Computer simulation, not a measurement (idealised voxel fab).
You're looking at the process module voxel plated lines.
Each square cell in cross-section cut measures 5 nm, and the section as a whole is 290 nm wide.
Cross-section = grid of square cells, listed top down in bands; band = one or more rows.
This entry defines a band. It first specifies the height of the band's top and the height of its bottom in nm, and then specifies the band's materials from left to right, stating each material with its width in nm. The word "all across" identifies a single material that fills the band from edge to edge, while the word "blank" identifies empty space.
Height 0 is the level under which the wafer as received is all one material. The lowest band goes on downwards, as in "top 0, no bottom".
Read "30..40" as a graded width: first number on top, second number at the bottom, same change between each pair of neighbouring rows.
The designation "nothing was modified", where it is given for a processing step, indicates that no cell of the cross-section was altered in the course of that step.
You'll see "Fully sealed cavities" listing empty spaces that have no way open to the top, as long as they're 8 cells or more; the notation is width x height at distance, where the distance is from the left edge, and all of it is in nm.
What comes after the settings on a step's line is commentary from the simulator itself on that step.
For masked steps, "overlay nm" on the step line gives how far right of plan the mask actually lay; a minus sign means it lay to the left.

-- Listed below are the process steps as planned
- 1: RECEIVE with material Si
- 2: CONFORMAL_DEP with material Al2O3, thk nm 10
- 3: DIRECTIONAL_DEP with material TiN, thk nm 5
- 4: PATTERN with tone open, mask id LINES, material resist, width nm 20, pitch nm 35, thk nm 35, overlay nm 0
- 5: EPI with material Ru, thk nm 5
- 6: EPI with material Ru, thk nm 5
- 7: EPI with material Ru, thk nm 10
- 8: STRIP with etch materials resist
- 9: DIRECTIONAL_ETCH with etch materials TiN, depth nm 5
- 10: CONFORMAL_DEP with material SiCN, thk nm 5

-- The first of a set of two wafers, run to plan

-- As-received wafer cross-section (after step 1)
top 0, no bottom: Si all across
Fully sealed cavities: none

-- after step 2
top 10, bottom 0: Al2O3 all across
Below 0, the layers are the same as they were.

-- after step 3
top 15, bottom 10: TiN all across
Below 10, the layers are the same as they were.

-- after step 4
top 50, bottom 15: resist: 80 | blank: 20 | resist: 15 | blank: 20 | resist: 15 | blank: 20 | resist: 15 | blank: 20 | resist: 85
Below 15, the layers are the same as they were.

-- after step 5
top 50, bottom 20: resist: 80 | blank: 20 | resist: 15 | blank: 20 | resist: 15 | blank: 20 | resist: 15 | blank: 20 | resist: 85
top 20, bottom 15: resist: 80 | Ru: 20 | resist: 15 | Ru: 20 | resist: 15 | Ru: 20 | resist: 15 | Ru: 20 | resist: 85
Below 15, the layers are the same as they were.

-- after step 6
top 50, bottom 25: resist: 80 | blank: 20 | resist: 15 | blank: 20 | resist: 15 | blank: 20 | resist: 15 | blank: 20 | resist: 85
top 25, bottom 15: resist: 80 | Ru: 20 | resist: 15 | Ru: 20 | resist: 15 | Ru: 20 | resist: 15 | Ru: 20 | resist: 85
Below 15, the layers are the same as they were.

-- after step 7
top 50, bottom 35: resist: 80 | blank: 20 | resist: 15 | blank: 20 | resist: 15 | blank: 20 | resist: 15 | blank: 20 | resist: 85
top 35, bottom 15: resist: 80 | Ru: 20 | resist: 15 | Ru: 20 | resist: 15 | Ru: 20 | resist: 15 | Ru: 20 | resist: 85
Below 15, the layers are the same as they were.

-- after step 8
top 35, bottom 15: blank: 80 | Ru: 20 | blank: 15 | Ru: 20 | blank: 15 | Ru: 20 | blank: 15 | Ru: 20 | blank: 85
Below 15, the layers are the same as they were.

-- after step 9
top 35, bottom 15: blank: 80 | Ru: 20 | blank: 15 | Ru: 20 | blank: 15 | Ru: 20 | blank: 15 | Ru: 20 | blank: 85
top 15, bottom 10: blank: 80 | TiN: 20 | blank: 15 | TiN: 20 | blank: 15 | TiN: 20 | blank: 15 | TiN: 20 | blank: 85
Below 10, the layers are the same as they were.

-- after step 10
top 40, bottom 35: blank: 75 | SiCN: 30 | blank: 5 | SiCN: 30 | blank: 5 | SiCN: 30 | blank: 5 | SiCN: 30 | blank: 80
top 35, bottom 15: blank: 75 | SiCN: 5 | Ru: 20 | SiCN: 5 | blank: 5 | SiCN: 5 | Ru: 20 | SiCN: 5 | blank: 5 | SiCN: 5 | Ru: 20 | SiCN: 5 | blank: 5 | SiCN: 5 | Ru: 20 | SiCN: 5 | blank: 80
top 15, bottom 10: SiCN: 80 | TiN: 20 | SiCN: 15 | TiN: 20 | SiCN: 15 | TiN: 20 | SiCN: 15 | TiN: 20 | SiCN: 85
Below 10, the layers are the same as they were.

-- Wafer two: like wafer one in start and plan, but with one mistake in execution; identical up to and including step 3

-- Cross-section of the second wafer at the time by which step 4 should have been completed according to the plan
top 50, bottom 15: resist: 75 | blank: 20 | resist: 15 | blank: 20 | resist: 15 | blank: 20 | resist: 15 | blank: 20 | resist: 90
Below 15, the layers are the same as they were.

-- Cross-section of the second wafer at the time by which step 5 should have been completed according to the plan
top 50, bottom 20: resist: 75 | blank: 20 | resist: 15 | blank: 20 | resist: 15 | blank: 20 | resist: 15 | blank: 20 | resist: 90
top 20, bottom 15: resist: 75 | Ru: 20 | resist: 15 | Ru: 20 | resist: 15 | Ru: 20 | resist: 15 | Ru: 20 | resist: 90
Below 15, the layers are the same as they were.

-- Cross-section of the second wafer at the time by which step 6 should have been completed according to the plan
top 50, bottom 25: resist: 75 | blank: 20 | resist: 15 | blank: 20 | resist: 15 | blank: 20 | resist: 15 | blank: 20 | resist: 90
top 25, bottom 15: resist: 75 | Ru: 20 | resist: 15 | Ru: 20 | resist: 15 | Ru: 20 | resist: 15 | Ru: 20 | resist: 90
Below 15, the layers are the same as they were.

-- Cross-section of the second wafer at the time by which step 7 should have been completed according to the plan
top 50, bottom 35: resist: 75 | blank: 20 | resist: 15 | blank: 20 | resist: 15 | blank: 20 | resist: 15 | blank: 20 | resist: 90
top 35, bottom 15: resist: 75 | Ru: 20 | resist: 15 | Ru: 20 | resist: 15 | Ru: 20 | resist: 15 | Ru: 20 | resist: 90
Below 15, the layers are the same as they were.

-- Cross-section of the second wafer at the time by which step 8 should have been completed according to the plan
top 35, bottom 15: blank: 75 | Ru: 20 | blank: 15 | Ru: 20 | blank: 15 | Ru: 20 | blank: 15 | Ru: 20 | blank: 90
Below 15, the layers are the same as they were.

-- Cross-section of the second wafer at the time by which step 9 should have been completed according to the plan
top 35, bottom 15: blank: 75 | Ru: 20 | blank: 15 | Ru: 20 | blank: 15 | Ru: 20 | blank: 15 | Ru: 20 | blank: 90
top 15, bottom 10: blank: 75 | TiN: 20 | blank: 15 | TiN: 20 | blank: 15 | TiN: 20 | blank: 15 | TiN: 20 | blank: 90
Below 10, the layers are the same as they were.

-- Cross-section of the second wafer at the time by which step 10 should have been completed according to the plan
top 40, bottom 35: blank: 70 | SiCN: 30 | blank: 5 | SiCN: 30 | blank: 5 | SiCN: 30 | blank: 5 | SiCN: 30 | blank: 85
top 35, bottom 15: blank: 70 | SiCN: 5 | Ru: 20 | SiCN: 5 | blank: 5 | SiCN: 5 | Ru: 20 | SiCN: 5 | blank: 5 | SiCN: 5 | Ru: 20 | SiCN: 5 | blank: 5 | SiCN: 5 | Ru: 20 | SiCN: 5 | blank: 85
top 15, bottom 10: SiCN: 75 | TiN: 20 | SiCN: 15 | TiN: 20 | SiCN: 15 | TiN: 20 | SiCN: 15 | TiN: 20 | SiCN: 90
Below 10, the layers are the same as they were.
Here's what went sideways: step 4 did not happen as planned, as run it was PATTERN with tone open, mask id LINES, material resist, width nm 20, pitch nm 35, thk nm 35, overlay nm -5
Final state: per-material cell counts identical on both wafers; locations differ.
